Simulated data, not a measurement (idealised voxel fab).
process module | voxel self aligned contacts
cross-section cut | 230 nm wide | cells 5 nm
A cross-section is a grid of square cells, given in bands from the top down. A band is one or more rows of cells.
Each band's line starts with the height of the band's top and of its bottom, in nm. Then come its materials from left to right, each with its width in nm. One material with "throughout" fills the band from edge to edge. "air" is empty space.
Height 0 is the level under which the wafer as received is all one material. The lowest band goes on downwards, as in "0 down".
A width such as "30 to 40" changes by the same amount from each row of cells to the next, from the band's top row to its bottom row.
"no change" after a step means that no cell of the cross-section changed.
closed voids: empty space of 8 cells or more with no open way to the top, each as width x height at its distance from the left edge, in nm
after a step's settings: what the simulator itself notes on the step
overlay nm, on a step with a mask: how far to the right of its planned place the mask lay; to the left if negative
plan
1 op RECEIVE | material Si
2 op OXIDIZE | depth nm 5
3 op DIRECTIONAL_DEP | material polySi | thk nm 30
4 op DIRECTIONAL_DEP | material SiN | thk nm 20
5 op DIRECTIONAL_DEP | material aC | thk nm 15
6 op PATTERN | tone cover | mask id GATE | material resist | width nm 25 | pitch nm 50 | thk nm 30 | overlay nm 0
7 op DIRECTIONAL_ETCH | etch materials aC | depth nm 15
8 op STRIP | etch materials resist
9 op DIRECTIONAL_ETCH | etch materials SiN | depth nm 20
10 op DIRECTIONAL_ETCH | etch materials polySi | depth nm 30
11 op STRIP | etch materials aC
12 op CONFORMAL_DEP | material SiN | thk nm 5
13 op DIRECTIONAL_ETCH | etch materials SiN | depth nm 5
14 op FILL_DEP | material SiO2 | thk nm 20
15 op CMP | height nm 60
16 op PATTERN | tone open | mask id CONTACT | material resist | width nm 35 | thk nm 15 | overlay nm 0
17 op DIRECTIONAL_ETCH | etch materials SiO2 | depth nm 65
18 op STRIP | etch materials resist
19 op CONFORMAL_DEP | material TiN | thk nm 5
20 op FILL_DEP | material Ru | thk nm 5
21 op CMP | height nm 60
22 op CONFORMAL_DEP | material SiCN | thk nm 5
as received, after step 1
  0 down: Si throughout
  closed voids: none
first wafer at the end, as planned
  65 to 60: SiCN throughout
  60 to 50: SiO2 95 | TiN 5 to 15 | Ru 25 to 5 | TiN 5 to 15 | SiO2 100
  50 to 30: SiO2 70 | SiN 35 | TiN 5 | Ru 5 | TiN 5 | SiN 35 | SiO2 75
  30 to 0: SiO2 70 | SiN 5 | polySi 25 | SiN 5 | TiN 5 | Ru 5 | TiN 5 | SiN 5 | polySi 25 | SiN 5 | SiO2 75
  0 to -5: SiO2 105 | TiN 15 | SiO2 110
  -5 down: Si throughout
  closed voids: none
second wafer at the end: like start, like plan, one mistake
  65 to 60: SiCN throughout
  60 to 50: SiO2 95 | TiN 5 to 15 | Ru 25 to 5 | TiN 5 to 15 | SiO2 100
  50 to 30: SiO2 70 | SiN 35 | TiN 5 | Ru 5 | TiN 5 | SiN 35 | SiO2 75
  30 to 10: SiO2 70 | SiN 5 | polySi 25 | SiN 5 | TiN 5 | Ru 5 | TiN 5 | SiN 5 | polySi 25 | SiN 5 | SiO2 75
  10 to 5: SiO2 70 | SiN 5 | polySi 25 | SiN 5 | TiN 15 | SiN 5 | polySi 25 | SiN 5 | SiO2 75
  5 to 0: SiN 75 | polySi 25 | SiN 25 | polySi 25 | SiN 80
  0 to -5: SiO2 throughout
  -5 down: Si throughout
  closed voids: none
what went wrong: steps 12 and 13 were swapped
at the end the second wafer has, in cells: 2 fewer of Ru | 32 more of SiN | 26 fewer of SiO2 | 4 fewer of TiN
